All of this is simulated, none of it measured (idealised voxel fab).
Presented below is a process module, voxel self aligned vias.
Square cell edge 5 nm, section width 255 nm, ID cut.
Think of the cross-section as a grid of square cells. We describe it in bands, top to bottom, and each band covers one or more rows of those cells. Top, bottom (nm), then materials left to right with widths (nm); lone material tagged "full width" fills the whole band edge to edge; "air" = empty space. Heights from 0 (as-received wafer is one material below). Bottom band endless downward, as "0 -> down". The two numbers in a width such as "30 to 40" mark its ends across the band: the first belongs to the top row of cells, the second to the bottom row, and from each row to the next the width moves by the same amount. The cross-section has no changed cell in any step marked "stayed the same". Under "Closed void table" you'll find the enclosed gaps, the ones with no way out to the top, that are 8 cells or bigger; each reads width x height at distance, with distance counted from the left edge, everything in nm. Step line, after settings: the simulator's comment on this step. A step's line can hold "overlay nm"; with a mask on that step, the setting says how far right of the planned place the mask lay, while a negative setting says it lay to the left.

-- Intended process steps
step 1: RECEIVE,material Si
step 2: CONFORMAL_DEP,material SiO2,thk nm 15
step 3: CONFORMAL_DEP,material SiCN,thk nm 5
step 4: DIRECTIONAL_DEP,material lowk,thk nm 25
step 5: PATTERN,tone open,mask id LINES,material resist,width nm 30,pitch nm 70,thk nm 15,overlay nm 0
step 6: DIRECTIONAL_ETCH,etch materials lowk,depth nm 25
step 7: STRIP,etch materials resist
step 8: CONFORMAL_DEP,material TiN,thk nm 5
step 9: FILL_DEP,material W,thk nm 10
step 10: CMP,height nm 45
step 11: SELECTIVE_ETCH,etch materials W Ru TiN,depth nm 5
step 12: FILL_DEP,material SiN,thk nm 5
step 13: CMP,height nm 45
step 14: DIRECTIONAL_DEP,material lowk,thk nm 15
step 15: DIRECTIONAL_DEP,material aC,thk nm 15
step 16: PATTERN,tone open,mask id VIAS,material resist,width nm 50,pitch nm 70,thk nm 30,overlay nm 0
step 17: DIRECTIONAL_ETCH,etch materials aC,depth nm 15
step 18: STRIP,etch materials resist
step 19: DIRECTIONAL_ETCH,etch materials lowk,depth nm 15
step 20: DIRECTIONAL_ETCH,etch materials SiN,depth nm 5
step 21: STRIP,etch materials aC
step 22: CONFORMAL_DEP,material TiN,thk nm 5
step 23: FILL_DEP,material Cu,thk nm 10
step 24: CMP,height nm 60
step 25: CONFORMAL_DEP,material SiN,thk nm 5

-- Cross-section: wafer on arrival = after step 1
	0 -> down | Si full width
	Closed void table: none

-- This is how the wafer looks in cross-section once the module is done, given the starting state and plan above and one mistake in carrying the plan out
	80 -> 75 | SiN full width
	75 -> 65 | Cu full width
	65 -> 60 | 70 nm TiN  40 nm Cu  30 nm TiN  40 nm Cu  75 nm TiN
	60 -> 50 | 65 nm lowk  5 nm TiN  40 nm Cu  5 nm TiN  20 nm lowk  5 nm TiN  40 nm Cu  5 nm TiN  70 nm lowk
	50 -> 45 | 65 nm lowk  15 nm TiN  20 nm Cu  15 nm TiN  20 nm lowk  15 nm TiN  20 nm Cu  15 nm TiN  70 nm lowk
	45 -> 40 | 75 nm lowk  30 nm TiN  40 nm lowk  30 nm TiN  80 nm lowk
	40 -> 25 | 75 nm lowk  5 nm TiN  20 nm W  5 nm TiN  40 nm lowk  5 nm TiN  20 nm W  5 nm TiN  80 nm lowk
	25 -> 20 | 75 nm lowk  30 nm TiN  40 nm lowk  30 nm TiN  80 nm lowk
	20 -> 15 | SiCN full width
	15 -> 0 | SiO2 full width
	0 -> down | Si full width
	Closed void table: none
What was the processing mistake? plan step 24 skipped
